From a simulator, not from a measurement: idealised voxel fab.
Documented hereafter: the process module known as voxel ribs on slabs.
Displayed cross-section: cut, width of 190 nm, square cells sized 5 nm.
Reading order for cross-sections: top band down to bottom band. Underlying form: a grid of square cells. Band size: one or more rows of cells. Look at the band entry: it leads with the top's height and the bottom's height in nm. Then it lists the materials left to right, with a width in nm for each. The word "everywhere" on a single material says that material fills the band edge to edge. The word "air" is empty space. Heights from 0 (as-received wafer is one material below). Bottom band endless downward, as "0 -> down". Think of "30->40" as a width that walks from the first number to the second as you go down the band, top row to bottom row, taking equal-sized steps from row to row. Any step labelled "no change" changed none of the cells in the cross-section. Enclosed void list: empty space of 8 cells or more with no open way to the top, each as width x height at its distance from the left edge, in nm. It should be noted that, on the line of a given step, the content following the step's settings is a remark produced by the simulator itself with respect to that step. You can add "overlay nm" to a step's line. For a step with a mask, it describes how far the mask lay to the right of its planned position, and a negative number describes a lay to the left.

# Steps planned for the process
- 1: RECEIVE with material Si
- 2: DIRECTIONAL_DEP with material SiO2, thk nm 25
- 3: DIRECTIONAL_DEP with material SiN, thk nm 15
- 4: PATTERN with tone cover, mask id RIB, material resist, width nm 30, thk nm 20, overlay nm 0
- 5: DIRECTIONAL_ETCH with etch materials SiN, depth nm 5
- 6: STRIP with etch materials resist
- 7: MASKED_ETCH with tone cover, mask id SLAB, width nm 80, etch materials SiN, depth nm 10, overlay nm 0
- 8: FILL_DEP with material SiO2, thk nm 20
- 9: CMP with height nm 50
- 10: DIRECTIONAL_DEP with material TiN, thk nm 10
- 11: PATTERN with tone cover, mask id HEATER, material resist, width nm 40, thk nm 20, overlay nm 0
- 12: DIRECTIONAL_ETCH with etch materials TiN, depth nm 10
- 13: STRIP with etch materials resist
- 14: CONFORMAL_DEP with material SiN, thk nm 5

# Cross-section, incoming material, after step 1
0 -> down | Si everywhere
Enclosed void list: none

# Cross-sectional view of the first of the two wafers upon completion of the module, processed in accordance with the plan
65 -> 60 | air (70), then SiN (50), then air (70)
60 -> 55 | air (70), then SiN (5), then TiN (40), then SiN (5), then air (70)
55 -> 50 | SiN (75), then TiN (40), then SiN (75)
50 -> 40 | SiO2 everywhere
40 -> 35 | SiO2 (80), then SiN (30), then SiO2 (80)
35 -> 25 | SiO2 (55), then SiN (80), then SiO2 (55)
25 -> 0 | SiO2 everywhere
0 -> down | Si everywhere
Enclosed void list: none

# Here's the second of our two wafers sectioned at module end. Same start as the first, same plan, but one mistake got made running it
65 -> 60 | air (70), then SiN (50), then air (70)
60 -> 55 | air (70), then SiN (5), then TiN (40), then SiN (5), then air (70)
55 -> 50 | SiN (75), then TiN (40), then SiN (75)
50 -> 40 | SiO2 everywhere
40 -> 35 | SiO2 (85), then SiN (30), then SiO2 (75)
35 -> 25 | SiO2 (55), then SiN (80), then SiO2 (55)
25 -> 0 | SiO2 everywhere
0 -> down | Si everywhere
Enclosed void list: none
Which mistake was made when the wafer was run? rather than as planned, step 4 actually ran as PATTERN with tone cover, mask id RIB, material resist, width nm 30, thk nm 20, overlay nm 5
Cell counts per material: same on both final wafers. Positions: different.
